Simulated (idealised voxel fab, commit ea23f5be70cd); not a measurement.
process module | voxel ribs on slabs
cross-section cut | 200 nm wide | cells 5 nm
A cross-section is a grid of square cells, given in bands from the top down. A band is one or more rows of cells.
Each band's line starts with the height of the band's top and of its bottom, in nm. Then come its materials from left to right, each with its width in nm. One material with "throughout" fills the band from edge to edge. "air" is empty space.
Height 0 is the level under which the wafer as received is all one material. The lowest band goes on downwards, as in "0 down".
A width such as "30 to 40" changes by the same amount from each row of cells to the next, from the band's top row to its bottom row.
"no change" after a step means that no cell of the cross-section changed.
closed voids: empty space of 8 cells or more with no open way to the top, each as width x height at its distance from the left edge, in nm
after a step's settings: what the simulator itself notes on the step
overlay nm, on a step with a mask: how far to the right of its planned place the mask lay; to the left if negative
plan
1 op RECEIVE | material Si
2 op DIRECTIONAL_DEP | material SiO2 | thk nm 30
3 op DIRECTIONAL_DEP | material polySi | thk nm 15
4 op MASKED_ETCH | tone cover | mask id RIB | width nm 15 | etch materials polySi | depth nm 10 | overlay nm 0
5 op PATTERN | tone cover | mask id SLAB | material resist | width nm 45 | thk nm 15 | overlay nm 0
6 op DIRECTIONAL_ETCH | etch materials polySi | depth nm 5
7 op STRIP | etch materials resist
8 op FILL_DEP | material SiO2 | thk nm 20
9 op CMP | height nm 55
10 op DIRECTIONAL_DEP | material W | thk nm 5
11 op MASKED_ETCH | tone cover | mask id HEATER | width nm 25 | etch materials W | depth nm 5 | overlay nm 0
12 op CONFORMAL_DEP | material SiN | thk nm 5
varied across the wafers: width nm of step 5. The plan shows the first wafer's value. All wafers start alike
first wafer as received, after step 1
  0 down: Si throughout
  closed voids: none
first wafer at the end, after step 12
  65 to 60: air 80 | SiN 35 | air 85
  60 to 55: SiN 85 | W 25 | SiN 90
  55 to 45: SiO2 throughout
  45 to 35: SiO2 90 | polySi 15 | SiO2 95
  35 to 30: SiO2 75 | polySi 45 | SiO2 80
  30 to 0: SiO2 throughout
  0 down: Si throughout
  closed voids: none
last wafer at the end
  65 to 60: air 80 | SiN 35 | air 85
  60 to 55: SiN 85 | W 25 | SiN 90
  55 to 45: SiO2 throughout
  45 to 35: SiO2 90 | polySi 15 | SiO2 95
  35 to 30: SiO2 65 | polySi 70 | SiO2 65
  30 to 0: SiO2 throughout
  0 down: Si throughout
  closed voids: none
each wafer at the end: cells of each material gained (+) or lost (-) since it was received, then its closed voids
width nm 45 | +42 SiN | +425 SiO2 | +5 W | +15 polySi | closed voids: none
width nm 50 | +42 SiN | +424 SiO2 | +5 W | +16 polySi | closed voids: none
width nm 55 | +42 SiN | +423 SiO2 | +5 W | +17 polySi | closed voids: none
width nm 60 | +42 SiN | +422 SiO2 | +5 W | +18 polySi | closed voids: none
width nm 65 | +42 SiN | +421 SiO2 | +5 W | +19 polySi | closed voids: none
width nm 70 | +42 SiN | +420 SiO2 | +5 W | +20 polySi | closed voids: none
